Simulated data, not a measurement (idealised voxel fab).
Proc. module: voxel lift off
Square cell edge 5 nm, section width 285 nm, ID cut.
In this document a cross-section is written as a grid of square cells. It is given as a series of bands, listed from the top down, and a band is one or more rows of cells. The band entry comprises the height of the band's top followed by the height of its bottom, expressed in nm, and subsequently the band's materials from left to right, each stated together with its width in nm. Where a single material is marked with the word "full width", that material fills the band from edge to edge. The word "empty" represents empty space. It should be noted that heights are counted from 0, beneath which the wafer as supplied is of one material throughout, and that the lowest band possesses no lower boundary but continues downward, as written in "0..down". Graded width ("30 to 40"): value in top row of band = first number; value in bottom row = second number; row-to-row change constant. The designation "stayed the same", where it is given for a processing step, indicates that no cell of the cross-section was altered in the course of that step. So "Enclosed cavities" is basically the list of trapped voids: any empty space of 8 cells or more that can't reach the top through an opening. They're written width x height at distance, the distance being from the left edge, and it's all nm. Whatever follows a step's settings on its line is a remark the simulator itself makes about that step. On any step carrying a mask, the "overlay nm" setting, if present on the step's line, tells how far right of its planned place the mask lay; negative values point to the left.

Below is the list of planned process steps:
1) RECEIVE (material Si)
2) CONFORMAL_DEP (material Al2O3; thk nm 5)
3) PATTERN (tone open; mask id LINES; material resist; width nm 20; pitch nm 50; thk nm 20; overlay nm 0)
4) DIRECTIONAL_DEP (material Ru; thk nm 10)
5) STRIP (etch materials resist)
6) CONFORMAL_DEP (material SiN; thk nm 5)

First of two wafers - as planned:

The cross-section here shows the wafer as received, i.e. in its state after step 1:
    0..down | Si full width
    Enclosed cavities: none

The wafer, seen in cross-section, after step 2:
    5..0 | Al2O3 full width
    Under 0: no change, same as before.

The wafer, seen in cross-section, after step 3:
    25..5 | 55 resist, 20 empty, 30 resist, 20 empty, 30 resist, 20 empty, 30 resist, 20 empty, 60 resist
    Under 5: no change, same as before.

The wafer, seen in cross-section, after step 4:
    35..25 | 55 Ru, 20 empty, 30 Ru, 20 empty, 30 Ru, 20 empty, 30 Ru, 20 empty, 60 Ru
    25..15 | 55 resist, 20 empty, 30 resist, 20 empty, 30 resist, 20 empty, 30 resist, 20 empty, 60 resist
    15..5 | 55 resist, 20 Ru, 30 resist, 20 Ru, 30 resist, 20 Ru, 30 resist, 20 Ru, 60 resist
    Under 5: no change, same as before.

The wafer, seen in cross-section, after step 5:
    15..5 | 55 empty, 20 Ru, 30 empty, 20 Ru, 30 empty, 20 Ru, 30 empty, 20 Ru, 60 empty
    Under 5: no change, same as before.

The wafer, seen in cross-section, after step 6:
    20..15 | 50 empty, 30 SiN, 20 empty, 30 SiN, 20 empty, 30 SiN, 20 empty, 30 SiN, 55 empty
    15..10 | 50 empty, 5 SiN, 20 Ru, 5 SiN, 20 empty, 5 SiN, 20 Ru, 5 SiN, 20 empty, 5 SiN, 20 Ru, 5 SiN, 20 empty, 5 SiN, 20 Ru, 5 SiN, 55 empty
    10..5 | 55 SiN, 20 Ru, 30 SiN, 20 Ru, 30 SiN, 20 Ru, 30 SiN, 20 Ru, 60 SiN
    Under 5: no change, same as before.

Wafer two of two - same starting point, same process plan, one mistake in execution; matches wafer one up to and including step 1:

Second wafer profile in section, at the moment step 2 of the plan was meant to be complete:
    15..0 | Al2O3 full width
    Under 0: no change, same as before.

Second wafer profile in section, at the moment step 3 of the plan was meant to be complete:
    35..15 | 55 resist, 20 empty, 30 resist, 20 empty, 30 resist, 20 empty, 30 resist, 20 empty, 60 resist
    Under 15: no change, same as before.

Second wafer profile in section, at the moment step 4 of the plan was meant to be complete:
    45..35 | 55 Ru, 20 empty, 30 Ru, 20 empty, 30 Ru, 20 empty, 30 Ru, 20 empty, 60 Ru
    35..25 | 55 resist, 20 empty, 30 resist, 20 empty, 30 resist, 20 empty, 30 resist, 20 empty, 60 resist
    25..15 | 55 resist, 20 Ru, 30 resist, 20 Ru, 30 resist, 20 Ru, 30 resist, 20 Ru, 60 resist
    Under 15: no change, same as before.

Second wafer profile in section, at the moment step 5 of the plan was meant to be complete:
    25..15 | 55 empty, 20 Ru, 30 empty, 20 Ru, 30 empty, 20 Ru, 30 empty, 20 Ru, 60 empty
    Under 15: no change, same as before.

Second wafer profile in section, at the moment step 6 of the plan was meant to be complete:
    30..25 | 50 empty, 30 SiN, 20 empty, 30 SiN, 20 empty, 30 SiN, 20 empty, 30 SiN, 55 empty
    25..20 | 50 empty, 5 SiN, 20 Ru, 5 SiN, 20 empty, 5 SiN, 20 Ru, 5 SiN, 20 empty, 5 SiN, 20 Ru, 5 SiN, 20 empty, 5 SiN, 20 Ru, 5 SiN, 55 empty
    20..15 | 55 SiN, 20 Ru, 30 SiN, 20 Ru, 30 SiN, 20 Ru, 30 SiN, 20 Ru, 60 SiN
    Under 15: no change, same as before.
what went wrong: step 2: run off-plan, actual operation and settings CONFORMAL_DEP (material Al2O3; thk nm 15)
Final cells, second wafer relative to first, materials higher or lower: 114 more of Al2O3
